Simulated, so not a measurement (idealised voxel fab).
Documented hereafter: the process module known as voxel ribs on slabs.
In the cross-section labelled cut, the width is 205 nm and each square cell is 5 nm.
Bands, listed from the top down, are how a cross-section gets written in this document; the cross-section itself is a grid of square cells, and a band is one or more rows of them.
Within each band entry, the heights of the top and of the bottom of the band appear first, in that order and in nm; the materials of the band then follow from left to right, each with its corresponding width in nm. The designation "everywhere" on a single material indicates that it fills the band from edge to edge; the designation "blank" indicates empty space.
Below 0: as-received wafer, all one material; heights counted from there. Lowest band: no bottom, goes on down, written "top 0, no bottom".
The notation "30->40" denotes a width that varies across the rows of cells in the band, beginning at the first number in the top row, finishing at the second number in the bottom row, and changing by an identical amount from each row to the next.
A step reported as "nothing got changed" is a step in which no cell of the cross-section changed.
"Enclosed internal voids" lists enclosed empty spaces (at least 8 cells, no open path upward to the top), each as width x height at distance from the left edge, in nm.
Post-settings text on a step line: simulator's own remark regarding the step.
You can add "overlay nm" to a step's line. For a step with a mask, it describes how far the mask lay to the right of its planned position, and a negative number describes a lay to the left.

# The process steps that were planned are listed below
step 1: RECEIVE (material Si)
step 2: DIRECTIONAL_DEP (material SiO2; thk nm 20)
step 3: DIRECTIONAL_DEP (material SiN; thk nm 25)
step 4: DIRECTIONAL_DEP (material aC; thk nm 10)
step 5: PATTERN (tone cover; mask id RIB; material resist; width nm 20; thk nm 25; overlay nm 0)
step 6: DIRECTIONAL_ETCH (etch materials aC; depth nm 10)
step 7: STRIP (etch materials resist)
step 8: DIRECTIONAL_ETCH (etch materials SiN; depth nm 15)
step 9: STRIP (etch materials aC)
step 10: MASKED_ETCH (tone cover; mask id SLAB; width nm 70; etch materials SiN; depth nm 10; overlay nm 0)
step 11: FILL_DEP (material SiO2; thk nm 20)
step 12: CMP (height nm 55)
step 13: DIRECTIONAL_DEP (material TiN; thk nm 5)
step 14: PATTERN (tone cover; mask id HEATER; material resist; width nm 20; thk nm 15; overlay nm 0)
step 15: DIRECTIONAL_ETCH (etch materials TiN; depth nm 5)
step 16: STRIP (etch materials resist)
step 17: CONFORMAL_DEP (material SiN; thk nm 10)
Wafers differ in width nm at step 14; plan lists the first wafer's value; identical starting state.

# Received condition of the first of several wafers, sectioned: post-step 1
* top 0, no bottom = Si everywhere
* Enclosed internal voids: none

# Table: wafers, a row each; end-of-module cell change per material since receipt, gain (+), loss (-); then closed voids
width nm 20, +126 SiN, +411 SiO2, +4 TiN, Enclosed internal voids: none
width nm 25, +126 SiN, +411 SiO2, +5 TiN, Enclosed internal voids: none
width nm 30, +126 SiN, +411 SiO2, +6 TiN, Enclosed internal voids: none
width nm 35, +126 SiN, +411 SiO2, +7 TiN, Enclosed internal voids: none
width nm 40, +126 SiN, +411 SiO2, +8 TiN, Enclosed internal voids: none
width nm 45, +126 SiN, +411 SiO2, +9 TiN, Enclosed internal voids: none
